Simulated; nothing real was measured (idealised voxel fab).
process module | voxel transistor to metal
cross-section cut | 185 nm wide | cells 5 nm
A cross-section is a grid of square cells, given in bands from the top down. A band is one or more rows of cells.
Each band's line starts with the height of the band's top and of its bottom, in nm. Then come its materials from left to right, each with its width in nm. One material with "throughout" fills the band from edge to edge. "air" is empty space.
Height 0 is the level under which the wafer as received is all one material. The lowest band goes on downwards, as in "0 down".
A width such as "30 to 40" changes by the same amount from each row of cells to the next, from the band's top row to its bottom row.
"no change" after a step means that no cell of the cross-section changed.
closed voids: empty space of 8 cells or more with no open way to the top, each as width x height at its distance from the left edge, in nm
after a step's settings: what the simulator itself notes on the step
overlay nm, on a step with a mask: how far to the right of its planned place the mask lay; to the left if negative
plan
1 op RECEIVE | material Si
2 op CONFORMAL_DEP | material SiO2 | thk nm 5
3 op CONFORMAL_DEP | material SiN | thk nm 10
4 op DIRECTIONAL_DEP | material aC | thk nm 15
5 op PATTERN | tone cover | mask id ACTIVE | material resist | width nm 100 | thk nm 30 | overlay nm 0
6 op DIRECTIONAL_ETCH | etch materials aC | depth nm 15
7 op STRIP | etch materials resist
8 op DIRECTIONAL_ETCH | etch materials SiN | depth nm 10
9 op DIRECTIONAL_ETCH | etch materials SiO2 | depth nm 5
10 op DIRECTIONAL_ETCH | etch materials Si | depth nm 30
11 op STRIP | etch materials aC
12 op FILL_DEP | material SiO2 | thk nm 15
13 op CMP | height nm 15
14 op SELECTIVE_ETCH | etch materials SiO2 | depth nm 10
15 op STRIP | etch materials SiN
16 op SELECTIVE_ETCH | etch materials SiO2 | depth nm 5
17 op OXIDIZE | depth nm 5
18 op DIRECTIONAL_DEP | material polySi | thk nm 25
19 op DIRECTIONAL_DEP | material SiCN | thk nm 10
20 op DIRECTIONAL_DEP | material aC | thk nm 15
21 op PATTERN | tone cover | mask id GATE | material resist | width nm 20 | thk nm 35 | overlay nm 0
22 op DIRECTIONAL_ETCH | etch materials aC | depth nm 15
23 op STRIP | etch materials resist
24 op DIRECTIONAL_ETCH | etch materials SiCN | depth nm 20
25 op DIRECTIONAL_ETCH | etch materials polySi | depth nm 35
26 op STRIP | etch materials aC
27 op CONFORMAL_DEP | material SiN | thk nm 10
28 op DIRECTIONAL_ETCH | etch materials SiN | depth nm 10
29 op DIRECTIONAL_ETCH | etch materials SiO2 | depth nm 5
30 op DIRECTIONAL_ETCH | etch materials Si | depth nm 10
31 op EPI | material SiGe | thk nm 15
32 op FILL_DEP | material SiO2 | thk nm 5
33 op CMP | height nm 35
34 op DIRECTIONAL_DEP | material SiO2 | thk nm 10
35 op PATTERN | tone open | mask id CONTACT | material resist | width nm 30 | pitch nm 60 | thk nm 15 | overlay nm 0
36 op DIRECTIONAL_ETCH | etch materials SiO2 | depth nm 45
37 op STRIP | etch materials resist
38 op CONFORMAL_DEP | material TiN | thk nm 5
39 op FILL_DEP | material W | thk nm 10
40 op CMP | height nm 45
41 op CONFORMAL_DEP | material SiN | thk nm 5
42 op DIRECTIONAL_DEP | material SiO2 | thk nm 20
43 op MASKED_ETCH | tone open | mask id METAL_1 | width nm 15 | pitch nm 75 | etch materials SiO2 | depth nm 20 | overlay nm 0
44 op MASKED_ETCH | tone open | mask id METAL_1 | width nm 15 | pitch nm 75 | etch materials SiN | depth nm 5 | overlay nm 0
45 op CONFORMAL_DEP | material TiN | thk nm 5
46 op FILL_DEP | material Cu | thk nm 10
47 op CMP | height nm 70
48 op CONFORMAL_DEP | material SiCN | thk nm 5
49 op DIRECTIONAL_DEP | material SiO2 | thk nm 25
50 op PATTERN | tone open | mask id METAL_2 | material resist | width nm 15 | pitch nm 75 | thk nm 15 | overlay nm 0
51 op DIRECTIONAL_ETCH | etch materials SiO2 | depth nm 15
52 op STRIP | etch materials resist
53 op DIRECTIONAL_DEP | material aC | thk nm 15
54 op PATTERN | tone open | mask id METAL_2_HOLES | material resist | width nm 15 | pitch nm 75 | thk nm 35 | overlay nm 0
55 op DIRECTIONAL_ETCH | etch materials aC | depth nm 15
56 op STRIP | etch materials resist
57 op DIRECTIONAL_ETCH | etch materials SiO2 | depth nm 10
58 op DIRECTIONAL_ETCH | etch materials SiCN | depth nm 5
59 op STRIP | etch materials aC
60 op CONFORMAL_DEP | material TiN | thk nm 5
61 op FILL_DEP | material Cu | thk nm 10
62 op CMP | height nm 100
63 op CONFORMAL_DEP | material SiN | thk nm 5
as received, after step 1
  0 down: Si throughout
  closed voids: none
first wafer at the end, as planned
  105 to 100: SiN throughout
  100 to 75: SiO2 45 | TiN 5 | Cu 5 | TiN 5 | SiO2 60 | TiN 5 | Cu 5 | TiN 5 | SiO2 50
  75 to 70: SiCN 45 | TiN 15 | SiCN 60 | TiN 15 | SiCN 50
  70 to 50: SiO2 45 | TiN 5 | Cu 5 | TiN 5 | SiO2 60 | TiN 5 | Cu 5 | TiN 5 | SiO2 50
  50 to 45: SiN 45 | TiN 15 | SiN 60 | TiN 15 | SiN 50
  45 to 35: SiO2 45 | TiN 5 | W 20 to 15 | TiN 5 to 10 | SiO2 30 | TiN 5 to 10 | W 20 to 15 | TiN 5 | SiO2 50
  35 to 25: SiO2 45 | TiN 5 | W 15 | TiN 5 | SiN 10 | SiCN 20 | SiN 10 | TiN 5 | W 15 | TiN 5 | SiO2 50
  25 to 15: SiO2 45 | TiN 5 | W 15 | TiN 5 | SiN 10 | polySi 20 | SiN 10 | TiN 5 | W 15 | TiN 5 | SiO2 50
  15 to 10: SiO2 45 | TiN 25 | SiN 10 | polySi 20 | SiN 10 | TiN 25 | SiO2 50
  10 to 0: SiO2 45 | TiN 10 | SiGe 15 | SiN 10 | polySi 20 | SiN 10 | SiGe 15 | TiN 10 | SiO2 50
  0 to -5: SiO2 35 | SiGe 35 | SiO2 40 | SiGe 35 | SiO2 40
  -5 to -15: SiO2 40 | SiGe 30 | Si 40 | SiGe 30 | SiO2 45
  -15 to -30: SiO2 40 | Si 100 | SiO2 45
  -30 down: Si throughout
  closed voids: none
second wafer at the end: like start, like plan, one mistake
  105 to 100: SiN throughout
  100 to 75: SiO2 45 | TiN 5 | Cu 5 | TiN 5 | SiO2 60 | TiN 5 | Cu 5 | TiN 5 | SiO2 50
  75 to 70: SiCN 45 | TiN 15 | SiCN 60 | TiN 15 | SiCN 50
  70 to 50: SiO2 45 | TiN 5 | Cu 5 | TiN 5 | SiO2 60 | TiN 5 | Cu 5 | TiN 5 | SiO2 50
  50 to 45: SiN 45 | TiN 15 | SiN 60 | TiN 15 | SiN 50
  45 to 35: SiO2 45 | TiN 5 | W 20 to 15 | TiN 5 to 10 | SiO2 30 | TiN 5 to 10 | W 20 to 15 | TiN 5 | SiO2 50
  35 to 25: SiO2 45 | TiN 5 | W 15 | TiN 5 | SiN 10 | SiCN 20 | SiN 10 | TiN 5 | W 15 | TiN 5 | SiO2 50
  25 to 15: SiO2 45 | TiN 5 | W 15 | TiN 5 | SiN 10 | polySi 20 | SiN 10 | TiN 5 | W 15 | TiN 5 | SiO2 50
  15 to 10: SiO2 45 | TiN 25 | SiN 10 | polySi 20 | SiN 10 | TiN 25 | SiO2 50
  10 to 0: SiO2 45 | TiN 10 | SiGe 15 | SiN 10 | polySi 20 | SiN 10 | SiGe 15 | TiN 10 | SiO2 50
  0 to -5: SiO2 55 | SiGe 15 | SiO2 40 | SiGe 15 | SiO2 60
  -5 to -20: SiO2 40 | SiGe 30 | Si 40 | SiGe 30 | SiO2 45
  -20 to -30: SiO2 40 | Si 100 | SiO2 45
  -30 down: Si throughout
  closed voids: none
what went wrong: step 30 ran as: op DIRECTIONAL_ETCH | etch materials Si | depth nm 15
at the end the second wafer has, in cells: 12 fewer of Si | 4 more of SiGe | 8 more of SiO2
